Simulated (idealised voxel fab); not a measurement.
process module | voxel gate over fins
cross-section cut | 285 nm wide | cells 5 nm
A cross-section is a grid of square cells, given in bands from the top down. A band is one or more rows of cells.
Each band's line starts with the height of the band's top and of its bottom, in nm. Then come its materials from left to right, each with its width in nm. One material with "throughout" fills the band from edge to edge. "air" is empty space.
Height 0 is the level under which the wafer as received is all one material. The lowest band goes on downwards, as in "0 down".
A width such as "30 to 40" changes by the same amount from each row of cells to the next, from the band's top row to its bottom row.
"no change" after a step means that no cell of the cross-section changed.
closed voids: empty space of 8 cells or more with no open way to the top, each as width x height at its distance from the left edge, in nm
after a step's settings: what the simulator itself notes on the step
overlay nm, on a step with a mask: how far to the right of its planned place the mask lay; to the left if negative
plan
1 op RECEIVE | material Si
2 op CONFORMAL_DEP | material SiN | thk nm 10
3 op PATTERN | tone cover | mask id FINS | material resist | width nm 15 | pitch nm 40 | thk nm 15 | overlay nm 0
4 op DIRECTIONAL_ETCH | etch materials SiN | depth nm 10
5 op DIRECTIONAL_ETCH | etch materials Si | depth nm 30
6 op STRIP | etch materials resist
7 op FILL_DEP | material SiO2 | thk nm 5
8 op CMP | height nm 10
9 op SELECTIVE_ETCH | etch materials SiO2 | depth nm 25
10 op STRIP | etch materials SiN
11 op CONFORMAL_DEP | material HfO2 | thk nm 5
12 op CONFORMAL_DEP | material TiN | thk nm 5
13 op FILL_DEP | material W | thk nm 10
14 op CMP | height nm 15
15 op CONFORMAL_DEP | material SiCN | thk nm 10
varied across the wafers: width nm of step 3. The plan shows the first wafer's value. All wafers start alike
first wafer as received, after step 1
  0 down: Si throughout
  closed voids: none
first wafer at the end, after step 15
  25 to 15: SiCN throughout
  15 to 10: W throughout
  10 to 5: W 105 | TiN 35 | W 5 | TiN 35 | W 105
  5 to 0: W 105 | TiN 5 | HfO2 25 | TiN 5 | W 5 | TiN 5 | HfO2 25 | TiN 5 | W 105
  0 to -5: W 105 | TiN 5 | HfO2 5 | Si 15 | HfO2 5 | TiN 5 | W 5 | TiN 5 | HfO2 5 | Si 15 | HfO2 5 | TiN 5 | W 105
  -5 to -10: TiN 110 | HfO2 5 | Si 15 | HfO2 5 | TiN 15 | HfO2 5 | Si 15 | HfO2 5 | TiN 110
  -10 to -15: HfO2 115 | Si 15 | HfO2 25 | Si 15 | HfO2 115
  -15 to -30: SiO2 115 | Si 15 | SiO2 25 | Si 15 | SiO2 115
  -30 down: Si throughout
  closed voids: none
last wafer at the end
  25 to 15: SiCN throughout
  15 to 10: W throughout
  10 to 5: W 100 | TiN 85 | W 100
  5 to 0: W 100 | TiN 5 | HfO2 35 | TiN 5 | HfO2 35 | TiN 5 | W 100
  0 to -5: W 100 | TiN 5 | HfO2 5 | Si 25 | HfO2 5 | TiN 5 | HfO2 5 | Si 25 | HfO2 5 | TiN 5 | W 100
  -5 to -10: TiN 105 | HfO2 5 | Si 25 | HfO2 5 | TiN 5 | HfO2 5 | Si 25 | HfO2 5 | TiN 105
  -10 to -15: HfO2 110 | Si 25 | HfO2 15 | Si 25 | HfO2 110
  -15 to -30: SiO2 110 | Si 25 | SiO2 15 | Si 25 | SiO2 110
  -30 down: Si throughout
  closed voids: none
each wafer at the end: cells of each material gained (+) or lost (-) since it was received, then its closed voids
width nm 15 | +69 HfO2 | -306 Si | +114 SiCN | +153 SiO2 | +69 TiN | +186 W | closed voids: none
width nm 20 | +69 HfO2 | -294 Si | +114 SiCN | +147 SiO2 | +69 TiN | +180 W | closed voids: none
width nm 25 | +69 HfO2 | -282 Si | +114 SiCN | +141 SiO2 | +66 TiN | +177 W | closed voids: none
